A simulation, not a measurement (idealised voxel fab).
Herein follows the process module entitled voxel wiring stack.
Section shown: cut. Width: 285 nm. Cell size: 5 nm, square.
Square cells in a grid make up a cross-section in this document, and the grid is given as bands, listed from the top down, each one or more rows of cells. Top height, bottom height, nm. Materials left to right, width each, nm. Single material + "everywhere" = fills band edge to edge. "air" = empty. Measure heights from 0. That's the level where, below it, the as-received wafer is all one material. The lowest band is bottomless and extends downward; write it as in "0 nm and below". The notation "30 to 40" denotes a width that varies across the rows of cells in the band, beginning at the first number in the top row, finishing at the second number in the bottom row, and changing by an identical amount from each row to the next. Where a step carries "nothing was modified", the cross-section came out of it unchanged, cell for cell. Under "Sealed void list" you'll find the enclosed gaps, the ones with no way out to the top, that are 8 cells or bigger; each reads width x height at distance, with distance counted from the left edge, everything in nm. If you see something after the settings on a step's line, that's the simulator's own remark about that step. If you see "overlay nm" on a step's line and that step has a mask, it's telling you how far right of where it was planned the mask ended up; a negative number means it went left instead.

Below is the list of planned process steps
1) op RECEIVE | material Si
2) op CONFORMAL_DEP | material SiO2 | thk nm 15
3) op DIRECTIONAL_DEP | material TiN | thk nm 5
4) op DIRECTIONAL_DEP | material Ru | thk nm 15
5) op PATTERN | tone cover | mask id METAL_1 | material resist | width nm 30 | pitch nm 45 | thk nm 15 | overlay nm 0
6) op DIRECTIONAL_ETCH | etch materials Ru | depth nm 15
7) op DIRECTIONAL_ETCH | etch materials TiN | depth nm 5
8) op STRIP | etch materials resist
9) op CONFORMAL_DEP | material SiCN | thk nm 5
10) op FILL_DEP | material SiO2 | thk nm 10
11) op CMP | height nm 35
12) op CONFORMAL_DEP | material SiCN | thk nm 5
13) op DIRECTIONAL_DEP | material lowk | thk nm 20
14) op DIRECTIONAL_DEP | material aC | thk nm 10
15) op PATTERN | tone open | mask id PLUG_1 | material resist | width nm 15 | thk nm 25 | overlay nm 0
16) op DIRECTIONAL_ETCH | etch materials aC | depth nm 10
17) op STRIP | etch materials resist
18) op DIRECTIONAL_ETCH | etch materials lowk | depth nm 20
19) op DIRECTIONAL_ETCH | etch materials SiCN | depth nm 5
20) op STRIP | etch materials aC
21) op CONFORMAL_DEP | material TiN | thk nm 5
22) op FILL_DEP | material W | thk nm 10
23) op CMP | height nm 60
24) op CONFORMAL_DEP | material SiCN | thk nm 5
25) op DIRECTIONAL_DEP | material SiO2 | thk nm 15
26) op MASKED_ETCH | tone open | mask id METAL_2 | width nm 30 | pitch nm 45 | etch materials SiO2 | depth nm 15 | overlay nm 0
27) op MASKED_ETCH | tone open | mask id METAL_2 | width nm 30 | pitch nm 45 | etch materials SiCN | depth nm 5 | overlay nm 0
28) op CONFORMAL_DEP | material TiN | thk nm 5
29) op FILL_DEP | material Cu | thk nm 10
30) op CMP | height nm 80
31) op CONFORMAL_DEP | material SiCN | thk nm 5
32) op DIRECTIONAL_DEP | material lowk | thk nm 10
33) op MASKED_ETCH | tone open | mask id PLUG_2 | width nm 15 | etch materials lowk | depth nm 10 | overlay nm 0
34) op MASKED_ETCH | tone open | mask id PLUG_2 | width nm 15 | etch materials SiCN | depth nm 5 | overlay nm 0
35) op EPI | material Ru | thk nm 10
36) op EPI | material Ru | thk nm 5
37) op CONFORMAL_DEP | material SiN | thk nm 5
38) op DIRECTIONAL_DEP | material SiO2 | thk nm 15
39) op DIRECTIONAL_DEP | material aC | thk nm 15
40) op PATTERN | tone open | mask id METAL_3 | material resist | width nm 30 | pitch nm 45 | thk nm 35 | overlay nm 0
41) op DIRECTIONAL_ETCH | etch materials aC | depth nm 15
42) op STRIP | etch materials resist
43) op DIRECTIONAL_ETCH | etch materials SiO2 | depth nm 15
44) op DIRECTIONAL_ETCH | etch materials SiN | depth nm 5
45) op STRIP | etch materials aC
46) op CONFORMAL_DEP | material TiN | thk nm 5
47) op FILL_DEP | material Ru | thk nm 10
48) op CMP | height nm 115
49) op CONFORMAL_DEP | material SiCN | thk nm 5
50) op DIRECTIONAL_DEP | material lowk | thk nm 30
51) op PATTERN | tone open | mask id METAL_4_HOLES | material resist | width nm 15 | thk nm 20 | overlay nm 0
52) op DIRECTIONAL_ETCH | etch materials lowk | depth nm 30
53) op STRIP | etch materials resist
54) op PATTERN | tone open | mask id METAL_4 | material resist | width nm 30 | pitch nm 45 | thk nm 15 | overlay nm 0
55) op DIRECTIONAL_ETCH | etch materials lowk | depth nm 20
56) op DIRECTIONAL_ETCH | etch materials SiCN | depth nm 5
57) op STRIP | etch materials resist
58) op CONFORMAL_DEP | material TiN | thk nm 5
59) op FILL_DEP | material Cu | thk nm 5
60) op CMP | height nm 150
61) op CONFORMAL_DEP | material SiN | thk nm 5

Delivered wafer in cross-section: state after step 1
> 0 nm and below  Si everywhere
> Sealed void list: none

Module complete, cross-section. Starting point and plan per above. One mistake made in running the module
> 155 nm to 150 nm  SiN everywhere
> 150 nm to 135 nm  lowk 105 nm; TiN 5 nm; Cu 20 nm; TiN 5 nm; lowk 15 nm; TiN 5 nm; Cu 20 nm; TiN 5 nm; lowk 105 nm
> 135 nm to 130 nm  lowk 105 nm; TiN 5 nm; Cu 5 nm; TiN 20 nm; lowk 15 nm; TiN 30 nm; lowk 105 nm
> 130 nm to 120 nm  lowk 105 nm; TiN 5 nm; Cu 5 nm; TiN 5 nm; lowk 165 nm
> 120 nm to 115 nm  SiCN 105 nm; TiN 15 nm; SiCN 165 nm
> 115 nm to 110 nm  SiO2 105 nm; TiN 5 nm; Ru 20 nm; TiN 5 nm; SiO2 15 nm; TiN 5 nm; Ru 20 nm; TiN 5 nm; SiO2 105 nm
> 110 nm to 105 nm  SiO2 90 nm; SiN 15 nm; TiN 30 nm; SiO2 15 nm; TiN 5 nm; Ru 20 nm; TiN 5 nm; SiO2 105 nm
> 105 nm to 100 nm  SiO2 90 nm; SiN 5 nm; Ru 35 nm; SiN 5 nm; SiO2 15 nm; TiN 5 nm; Ru 20 nm; TiN 5 nm; SiO2 105 nm
> 100 nm to 95 nm  SiN 95 nm; Ru 35 nm; SiN 20 nm; TiN 30 nm; SiN 105 nm
> 95 nm to 85 nm  lowk 105 nm; Ru 15 nm; lowk 165 nm
> 85 nm to 80 nm  SiCN 105 nm; Ru 15 nm; SiCN 165 nm
> 80 nm to 65 nm  SiO2 105 nm; TiN 5 nm; Cu 20 nm; TiN 5 nm; SiO2 15 nm; TiN 5 nm; Cu 20 nm; TiN 5 nm; SiO2 105 nm
> 65 nm to 60 nm  SiCN 105 nm; TiN 30 nm; SiCN 15 nm; TiN 30 nm; SiCN 105 nm
> 60 nm to 40 nm  lowk 105 nm; TiN 5 nm; W 5 nm; TiN 5 nm; lowk 165 nm
> 40 nm to 35 nm  SiCN 105 nm; TiN 15 nm; SiCN 165 nm
> 35 nm to 20 nm  SiO2 100 nm; SiCN 5 nm; Ru 30 nm; SiCN 5 nm; SiO2 5 nm; SiCN 5 nm; Ru 30 nm; SiCN 5 nm; SiO2 100 nm
> 20 nm to 15 nm  SiCN 105 nm; TiN 30 nm; SiCN 15 nm; TiN 30 nm; SiCN 105 nm
> 15 nm to 0 nm  SiO2 everywhere
> 0 nm and below  Si everywhere
> Sealed void list: none
Misprocessing identified: step 35 of the plan was executed twice over
